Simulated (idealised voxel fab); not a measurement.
Process module name: voxel gate over fins
The cross-section shown here is cut; it is 245 nm wide and divided into square cells measuring 5 nm on a side.
Cross-section = grid of square cells, listed top down in bands; band = one or more rows. Within each band entry, the heights of the top and of the bottom of the band appear first, in that order and in nm; the materials of the band then follow from left to right, each with its corresponding width in nm. The designation "throughout" on a single material indicates that it fills the band from edge to edge; the designation "blank" indicates empty space. Heads up on the height convention: 0 is the point under which the incoming wafer is all one material, and the lowest band has no bottom, it just keeps going down, like "0 down". With a width like "30 to 40", each row of cells in the band differs from the next by the same amount, the top row carrying the first number and the bottom row the second. "nothing got changed" means the step left every cell of the cross-section as it was. Entry "Sealed void listing". Content: empty spaces with no open connection to the top, size 8 cells or greater. Each: width x height at distance. Distance: from left edge. Unit: nm. Where a step's line continues beyond its settings, the continuation is a remark by the simulator itself on that step. Among the settings permitted on a step's line is "overlay nm"; applied to a step with a mask, it specifies the extent to which the mask lay to the right of its planned position, whereas a negative figure signifies a position to the left.

**Process steps foreseen in the plan**
1 RECEIVE [material Si]
2 CONFORMAL_DEP [material SiN] [thk nm 5]
3 PATTERN [tone cover] [mask id FINS] [material resist] [width nm 15] [pitch nm 45] [thk nm 20] [overlay nm 0]
4 DIRECTIONAL_ETCH [etch materials SiN] [depth nm 5]
5 DIRECTIONAL_ETCH [etch materials Si] [depth nm 40]
6 STRIP [etch materials resist]
7 FILL_DEP [material SiO2] [thk nm 10]
8 CMP [height nm 5]
9 SELECTIVE_ETCH [etch materials SiO2] [depth nm 20]
10 STRIP [etch materials SiN]
11 CONFORMAL_DEP [material HfO2] [thk nm 5]
12 CONFORMAL_DEP [material TiN] [thk nm 5]
13 CONFORMAL_DEP [material TiAl] [thk nm 5]
14 CONFORMAL_DEP [material TiN] [thk nm 5]
15 FILL_DEP [material W] [thk nm 10]
16 CMP [height nm 25]
17 CONFORMAL_DEP [material SiN] [thk nm 10]

**As-received wafer cross-section (after step 1)**
> 0 down: Si throughout
> Sealed void listing: none

**Here's the cross-section of the first of our two wafers at the end of the module - it ran as planned**
> 35 to 25: SiN throughout
> 25 to 20: W throughout
> 20 to 15: W 25  TiN 190  W 30
> 15 to 10: W 25  TiN 5  TiAl 180  TiN 5  W 30
> 10 to 5: W 25  TiN 5  TiAl 5  TiN 35  TiAl 10  TiN 35  TiAl 10  TiN 35  TiAl 10  TiN 35  TiAl 5  TiN 5  W 30
> 5 to 0: TiN 30  TiAl 5  TiN 5  HfO2 25  TiN 5  TiAl 10  TiN 5  HfO2 25  TiN 5  TiAl 10  TiN 5  HfO2 25  TiN 5  TiAl 10  TiN 5  HfO2 25  TiN 5  TiAl 5  TiN 35
> 0 to -5: TiAl 35  TiN 5  HfO2 5  Si 15  HfO2 5  TiN 5  TiAl 10  TiN 5  HfO2 5  Si 15  HfO2 5  TiN 5  TiAl 10  TiN 5  HfO2 5  Si 15  HfO2 5  TiN 5  TiAl 10  TiN 5  HfO2 5  Si 15  HfO2 5  TiN 5  TiAl 40
> -5 to -10: TiN 40  HfO2 5  Si 15  HfO2 5  TiN 20  HfO2 5  Si 15  HfO2 5  TiN 20  HfO2 5  Si 15  HfO2 5  TiN 20  HfO2 5  Si 15  HfO2 5  TiN 45
> -10 to -15: HfO2 45  Si 15  HfO2 30  Si 15  HfO2 30  Si 15  HfO2 30  Si 15  HfO2 50
> -15 to -40: SiO2 45  Si 15  SiO2 30  Si 15  SiO2 30  Si 15  SiO2 30  Si 15  SiO2 50
> -40 down: Si throughout
> Sealed void listing: none

**Cross-section, second wafer: same start as the first, same plan as the first, one mistake in running it; taken at the end of the module**
> 25 to 15: SiN throughout
> 15 to 10: W 25  TiN 5  TiAl 180  TiN 5  W 30
> 10 to 5: W 25  TiN 5  TiAl 5  TiN 35  TiAl 10  TiN 35  TiAl 10  TiN 35  TiAl 10  TiN 35  TiAl 5  TiN 5  W 30
> 5 to 0: TiN 30  TiAl 5  TiN 5  HfO2 25  TiN 5  TiAl 10  TiN 5  HfO2 25  TiN 5  TiAl 10  TiN 5  HfO2 25  TiN 5  TiAl 10  TiN 5  HfO2 25  TiN 5  TiAl 5  TiN 35
> 0 to -5: TiAl 35  TiN 5  HfO2 5  Si 15  HfO2 5  TiN 5  TiAl 10  TiN 5  HfO2 5  Si 15  HfO2 5  TiN 5  TiAl 10  TiN 5  HfO2 5  Si 15  HfO2 5  TiN 5  TiAl 10  TiN 5  HfO2 5  Si 15  HfO2 5  TiN 5  TiAl 40
> -5 to -10: TiN 40  HfO2 5  Si 15  HfO2 5  TiN 20  HfO2 5  Si 15  HfO2 5  TiN 20  HfO2 5  Si 15  HfO2 5  TiN 20  HfO2 5  Si 15  HfO2 5  TiN 45
> -10 to -15: HfO2 45  Si 15  HfO2 30  Si 15  HfO2 30  Si 15  HfO2 30  Si 15  HfO2 50
> -15 to -40: SiO2 45  Si 15  SiO2 30  Si 15  SiO2 30  Si 15  SiO2 30  Si 15  SiO2 50
> -40 down: Si throughout
> Sealed void listing: none
What was done differently from what was planned? step 16 ran with different settings than intended, the actual operation and settings being CMP [height nm 15]
Heads up, by the end the second wafer has more or fewer cells of some materials compared to the first: TiN: 38 fewer; W: 60 fewer
